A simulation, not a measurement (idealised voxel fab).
The name of this process module is voxel self aligned vias.
In the cross-section labelled cut, the width is 295 nm and each square cell is 5 nm.
Cross-section format: a grid of square cells, given as bands from top to bottom; each band is one or more rows of cells.
This entry defines a band. It first specifies the height of the band's top and the height of its bottom in nm, and then specifies the band's materials from left to right, stating each material with its width in nm. The word "all across" identifies a single material that fills the band from edge to edge, while the word "empty" identifies empty space.
The level at which height equals 0 is the one under which the wafer, as it arrives, is entirely one material. No lower edge exists for the bottom band, which continues downward and is notated as in "0 and below".
The notation "30 to 40" denotes a width that varies across the rows of cells in the band, beginning at the first number in the top row, finishing at the second number in the bottom row, and changing by an identical amount from each row to the next.
"left unchanged" means the step left every cell of the cross-section as it was.
Listed in "Enclosed void catalog": every empty space of 8 or more cells without an open way to the top. Form: width x height at distance, the distance being from the left edge, all in nm.
after a step's settings: what the simulator itself notes on the step
What "overlay nm" on a step's line means: if the step has a mask, that mask lay this far to the right of its planned place, or, when the value is negative, to the left.

This section lists the process steps that were planned:
- 1: RECEIVE: material Si
- 2: CONFORMAL_DEP: material SiO2, thk nm 10
- 3: CONFORMAL_DEP: material SiCN, thk nm 5
- 4: DIRECTIONAL_DEP: material SiO2, thk nm 25
- 5: MASKED_ETCH: tone open, mask id LINES, width nm 20, pitch nm 55, etch materials SiO2, depth nm 25, overlay nm 0
- 6: CONFORMAL_DEP: material TiN, thk nm 5
- 7: FILL_DEP: material W, thk nm 10
- 8: CMP: height nm 40
- 9: SELECTIVE_ETCH: etch materials W Ru TiN, depth nm 10
- 10: FILL_DEP: material SiN, thk nm 10
- 11: CMP: height nm 40
- 12: DIRECTIONAL_DEP: material SiO2, thk nm 20
- 13: MASKED_ETCH: tone open, mask id VIAS, width nm 40, pitch nm 55, etch materials SiO2, depth nm 20, overlay nm 0
- 14: MASKED_ETCH: tone open, mask id VIAS, width nm 40, pitch nm 55, etch materials SiN, depth nm 10, overlay nm 0
- 15: CONFORMAL_DEP: material TiN, thk nm 5
- 16: FILL_DEP: material Cu, thk nm 10
- 17: CMP: height nm 60
- 18: CONFORMAL_DEP: material SiCN, thk nm 5

So, the first of our two wafers, run just as we planned it:

As-received wafer cross-section (after step 1):
- 0 and below | Si all across
- Enclosed void catalog: none

You're looking at a cross-section of the wafer after step 2:
- 10 down to 0 | SiO2 all across
- Lower than 0, everything is as it was.

You're looking at a cross-section of the wafer after step 3:
- 15 down to 10 | SiCN all across
- Lower than 10, everything is as it was.

You're looking at a cross-section of the wafer after step 4:
- 40 down to 15 | SiO2 all across
- Lower than 15, everything is as it was.

You're looking at a cross-section of the wafer after step 5:
- 40 down to 15 | SiO2 (80) | empty (20) | SiO2 (35) | empty (20) | SiO2 (35) | empty (20) | SiO2 (85)
- Lower than 15, everything is as it was.

You're looking at a cross-section of the wafer after step 6:
- 45 down to 40 | TiN (85) | empty (10) | TiN (45) | empty (10) | TiN (45) | empty (10) | TiN (90)
- 40 down to 20 | SiO2 (80) | TiN (5) | empty (10) | TiN (5) | SiO2 (35) | TiN (5) | empty (10) | TiN (5) | SiO2 (35) | TiN (5) | empty (10) | TiN (5) | SiO2 (85)
- 20 down to 15 | SiO2 (80) | TiN (20) | SiO2 (35) | TiN (20) | SiO2 (35) | TiN (20) | SiO2 (85)
- Lower than 15, everything is as it was.

You're looking at a cross-section of the wafer after step 7:
- 55 down to 45 | W all across
- 45 down to 40 | TiN (85) | W (10) | TiN (45) | W (10) | TiN (45) | W (10) | TiN (90)
- 40 down to 20 | SiO2 (80) | TiN (5) | W (10) | TiN (5) | SiO2 (35) | TiN (5) | W (10) | TiN (5) | SiO2 (35) | TiN (5) | W (10) | TiN (5) | SiO2 (85)
- Lower than 20, everything is as it was.

You're looking at a cross-section of the wafer after step 8:
- 40 down to 20 | SiO2 (80) | TiN (5) | W (10) | TiN (5) | SiO2 (35) | TiN (5) | W (10) | TiN (5) | SiO2 (35) | TiN (5) | W (10) | TiN (5) | SiO2 (85)
- Lower than 20, everything is as it was.

You're looking at a cross-section of the wafer after step 9:
- 40 down to 30 | SiO2 (80) | empty (20) | SiO2 (35) | empty (20) | SiO2 (35) | empty (20) | SiO2 (85)
- Lower than 30, everything is as it was.

You're looking at a cross-section of the wafer after step 10:
- 50 down to 40 | SiN all across
- 40 down to 30 | SiO2 (80) | SiN (20) | SiO2 (35) | SiN (20) | SiO2 (35) | SiN (20) | SiO2 (85)
- Lower than 30, everything is as it was.

You're looking at a cross-section of the wafer after step 11:
- 40 down to 30 | SiO2 (80) | SiN (20) | SiO2 (35) | SiN (20) | SiO2 (35) | SiN (20) | SiO2 (85)
- Lower than 30, everything is as it was.

You're looking at a cross-section of the wafer after step 12:
- 60 down to 40 | SiO2 all across
- Lower than 40, everything is as it was.

You're looking at a cross-section of the wafer after step 13:
- 60 down to 40 | SiO2 (70) | empty (40) | SiO2 (15) | empty (40) | SiO2 (15) | empty (40) | SiO2 (75)
- Lower than 40, everything is as it was.

You're looking at a cross-section of the wafer after step 14:
- 60 down to 40 | SiO2 (70) | empty (40) | SiO2 (15) | empty (40) | SiO2 (15) | empty (40) | SiO2 (75)
- 40 down to 30 | SiO2 (80) | empty (20) | SiO2 (35) | empty (20) | SiO2 (35) | empty (20) | SiO2 (85)
- Lower than 30, everything is as it was.

You're looking at a cross-section of the wafer after step 15:
- 65 down to 60 | TiN (75) | empty (30) | TiN (25) | empty (30) | TiN (25) | empty (30) | TiN (80)
- 60 down to 45 | SiO2 (70) | TiN (5) | empty (30) | TiN (5) | SiO2 (15) | TiN (5) | empty (30) | TiN (5) | SiO2 (15) | TiN (5) | empty (30) | TiN (5) | SiO2 (75)
- 45 down to 35 | SiO2 (70 to 80) | TiN (15 to 5) | empty (10) | TiN (15 to 5) | SiO2 (15 to 35) | TiN (15 to 5) | empty (10) | TiN (15 to 5) | SiO2 (15 to 35) | TiN (15 to 5) | empty (10) | TiN (15 to 5) | SiO2 (75 to 85)
- 35 down to 30 | SiO2 (80) | TiN (20) | SiO2 (35) | TiN (20) | SiO2 (35) | TiN (20) | SiO2 (85)
- Lower than 30, everything is as it was.

You're looking at a cross-section of the wafer after step 16:
- 75 down to 65 | Cu all across
- 65 down to 60 | TiN (75) | Cu (30) | TiN (25) | Cu (30) | TiN (25) | Cu (30) | TiN (80)
- 60 down to 45 | SiO2 (70) | TiN (5) | Cu (30) | TiN (5) | SiO2 (15) | TiN (5) | Cu (30) | TiN (5) | SiO2 (15) | TiN (5) | Cu (30) | TiN (5) | SiO2 (75)
- 45 down to 35 | SiO2 (70 to 80) | TiN (15 to 5) | Cu (10) | TiN (15 to 5) | SiO2 (15 to 35) | TiN (15 to 5) | Cu (10) | TiN (15 to 5) | SiO2 (15 to 35) | TiN (15 to 5) | Cu (10) | TiN (15 to 5) | SiO2 (75 to 85)
- Lower than 35, everything is as it was.

You're looking at a cross-section of the wafer after step 17:
- 60 down to 45 | SiO2 (70) | TiN (5) | Cu (30) | TiN (5) | SiO2 (15) | TiN (5) | Cu (30) | TiN (5) | SiO2 (15) | TiN (5) | Cu (30) | TiN (5) | SiO2 (75)
- Lower than 45, everything is as it was.

You're looking at a cross-section of the wafer after step 18:
- 65 down to 60 | SiCN all across
- Lower than 60, everything is as it was.

Second Wafer (Identical Start and Plan, One Processing Error; Matches First Wafer Through Step 12):

Cross-sectional view of the second wafer at the intended end time of process step 13:
- 60 down to 40 | empty (70) | SiO2 (40) | empty (15) | SiO2 (40) | empty (15) | SiO2 (40) | empty (75)
- Lower than 40, everything is as it was.

Cross-sectional view of the second wafer at the intended end time of process step 14: left unchanged

Cross-sectional view of the second wafer at the intended end time of process step 15:
- 65 down to 60 | empty (65) | TiN (50) | empty (5) | TiN (50) | empty (5) | TiN (50) | empty (70)
- 60 down to 45 | empty (65) | TiN (5) | SiO2 (40) | TiN (5) | empty (5) | TiN (5) | SiO2 (40) | TiN (5) | empty (5) | TiN (5) | SiO2 (40) | TiN (5) | empty (70)
- 45 down to 40 | TiN (70) | SiO2 (40) | TiN (15) | SiO2 (40) | TiN (15) | SiO2 (40) | TiN (75)
- Lower than 40, everything is as it was.

Cross-sectional view of the second wafer at the intended end time of process step 16:
- 75 down to 65 | Cu all across
- 65 down to 60 | Cu (65) | TiN (50) | Cu (5) | TiN (50) | Cu (5) | TiN (50) | Cu (70)
- 60 down to 45 | Cu (65) | TiN (5) | SiO2 (40) | TiN (5) | Cu (5) | TiN (5) | SiO2 (40) | TiN (5) | Cu (5) | TiN (5) | SiO2 (40) | TiN (5) | Cu (70)
- Lower than 45, everything is as it was.

Cross-sectional view of the second wafer at the intended end time of process step 17:
- 60 down to 45 | Cu (65) | TiN (5) | SiO2 (40) | TiN (5) | Cu (5) | TiN (5) | SiO2 (40) | TiN (5) | Cu (5) | TiN (5) | SiO2 (40) | TiN (5) | Cu (70)
- Lower than 45, everything is as it was.

Cross-sectional view of the second wafer at the intended end time of process step 18:
- 65 down to 60 | SiCN all across
- Lower than 60, everything is as it was.
Nonconformance to the process plan: not per plan at step 13, really ran MASKED_ETCH: tone cover, mask id VIAS, width nm 40, pitch nm 55, etch materials SiO2, depth nm 20, overlay nm 0
Looking at both finished wafers in cells, the second ends up ahead of or behind the first on some materials: 21 more of Cu | 24 more of SiN | 44 fewer of SiO2 | 1 fewer of TiN
